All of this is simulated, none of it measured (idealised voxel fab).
process module | voxel spacer lines
cross-section cut | 280 nm wide | cells 5 nm
A cross-section is a grid of square cells, given in bands from the top down. A band is one or more rows of cells.
Each band's line starts with the height of the band's top and of its bottom, in nm. Then come its materials from left to right, each with its width in nm. One material with "throughout" fills the band from edge to edge. "air" is empty space.
Height 0 is the level under which the wafer as received is all one material. The lowest band goes on downwards, as in "0 down".
A width such as "30 to 40" changes by the same amount from each row of cells to the next, from the band's top row to its bottom row.
"no change" after a step means that no cell of the cross-section changed.
closed voids: empty space of 8 cells or more with no open way to the top, each as width x height at its distance from the left edge, in nm
after a step's settings: what the simulator itself notes on the step
overlay nm, on a step with a mask: how far to the right of its planned place the mask lay; to the left if negative
plan
1 op RECEIVE | material Si
2 op CONFORMAL_DEP | material Al2O3 | thk nm 5
3 op DIRECTIONAL_DEP | material SiN | thk nm 20
4 op DIRECTIONAL_DEP | material polySi | thk nm 25
5 op PATTERN | tone cover | mask id MANDREL | material resist | width nm 20 | pitch nm 60 | thk nm 30 | overlay nm 0
6 op DIRECTIONAL_ETCH | etch materials polySi | depth nm 25
7 op STRIP | etch materials resist
8 op CONFORMAL_DEP | material SiO2 | thk nm 10
9 op DIRECTIONAL_ETCH | etch materials SiO2 | depth nm 10
10 op STRIP | etch materials polySi
11 op DIRECTIONAL_ETCH | etch materials SiN | depth nm 20
12 op STRIP | etch materials SiO2
first wafer, as planned
as received, after step 1
  0 down: Si throughout
  closed voids: none
after step 2
  5 to 0: Al2O3 throughout
  below 0: unchanged
after step 3
  25 to 5: SiN throughout
  below 5: unchanged
after step 4
  50 to 25: polySi throughout
  below 25: unchanged
after step 5
  80 to 50: air 70 | resist 20 | air 40 | resist 20 | air 40 | resist 20 | air 70
  below 50: unchanged
after step 6
  80 to 50: air 70 | resist 20 | air 40 | resist 20 | air 40 | resist 20 | air 70
  50 to 25: air 70 | polySi 20 | air 40 | polySi 20 | air 40 | polySi 20 | air 70
  below 25: unchanged
after step 7
  50 to 25: air 70 | polySi 20 | air 40 | polySi 20 | air 40 | polySi 20 | air 70
  below 25: unchanged
after step 8
  60 to 50: air 60 | SiO2 40 | air 20 | SiO2 40 | air 20 | SiO2 40 | air 60
  50 to 35: air 60 | SiO2 10 | polySi 20 | SiO2 10 | air 20 | SiO2 10 | polySi 20 | SiO2 10 | air 20 | SiO2 10 | polySi 20 | SiO2 10 | air 60
  35 to 25: SiO2 70 | polySi 20 | SiO2 40 | polySi 20 | SiO2 40 | polySi 20 | SiO2 70
  below 25: unchanged
after step 9
  50 to 25: air 60 | SiO2 10 | polySi 20 | SiO2 10 | air 20 | SiO2 10 | polySi 20 | SiO2 10 | air 20 | SiO2 10 | polySi 20 | SiO2 10 | air 60
  below 25: unchanged
after step 10
  50 to 25: air 60 | SiO2 10 | air 20 | SiO2 10 | air 20 | SiO2 10 | air 20 | SiO2 10 | air 20 | SiO2 10 | air 20 | SiO2 10 | air 60
  below 25: unchanged
after step 11
  50 to 25: air 60 | SiO2 10 | air 20 | SiO2 10 | air 20 | SiO2 10 | air 20 | SiO2 10 | air 20 | SiO2 10 | air 20 | SiO2 10 | air 60
  25 to 5: air 60 | SiN 10 | air 20 | SiN 10 | air 20 | SiN 10 | air 20 | SiN 10 | air 20 | SiN 10 | air 20 | SiN 10 | air 60
  below 5: unchanged
after step 12
  25 to 5: air 60 | SiN 10 | air 20 | SiN 10 | air 20 | SiN 10 | air 20 | SiN 10 | air 20 | SiN 10 | air 20 | SiN 10 | air 60
  below 5: unchanged
second wafer: like start, like plan, one mistake. Through step 4 it matches the first wafer
when step 5 should have ended
  80 to 50: resist 70 | air 20 | resist 40 | air 20 | resist 40 | air 20 | resist 70
  below 50: unchanged
when step 6 should have ended
  80 to 50: resist 70 | air 20 | resist 40 | air 20 | resist 40 | air 20 | resist 70
  50 to 25: polySi 70 | air 20 | polySi 40 | air 20 | polySi 40 | air 20 | polySi 70
  below 25: unchanged
when step 7 should have ended
  50 to 25: polySi 70 | air 20 | polySi 40 | air 20 | polySi 40 | air 20 | polySi 70
  below 25: unchanged
when step 8 should have ended
  60 to 50: SiO2 throughout
  50 to 25: polySi 70 | SiO2 20 | polySi 40 | SiO2 20 | polySi 40 | SiO2 20 | polySi 70
  below 25: unchanged
when step 9 should have ended
  50 to 25: polySi 70 | SiO2 20 | polySi 40 | SiO2 20 | polySi 40 | SiO2 20 | polySi 70
  below 25: unchanged
when step 10 should have ended
  50 to 25: air 70 | SiO2 20 | air 40 | SiO2 20 | air 40 | SiO2 20 | air 70
  below 25: unchanged
when step 11 should have ended
  50 to 25: air 70 | SiO2 20 | air 40 | SiO2 20 | air 40 | SiO2 20 | air 70
  25 to 5: air 70 | SiN 20 | air 40 | SiN 20 | air 40 | SiN 20 | air 70
  below 5: unchanged
when step 12 should have ended
  25 to 5: air 70 | SiN 20 | air 40 | SiN 20 | air 40 | SiN 20 | air 70
  below 5: unchanged
what went wrong: step 5 ran as: op PATTERN | tone open | mask id MANDREL | material resist | width nm 20 | pitch nm 60 | thk nm 30 | overlay nm 0
at the end the second wafer has, in cells: as many of each material as the first, in other places
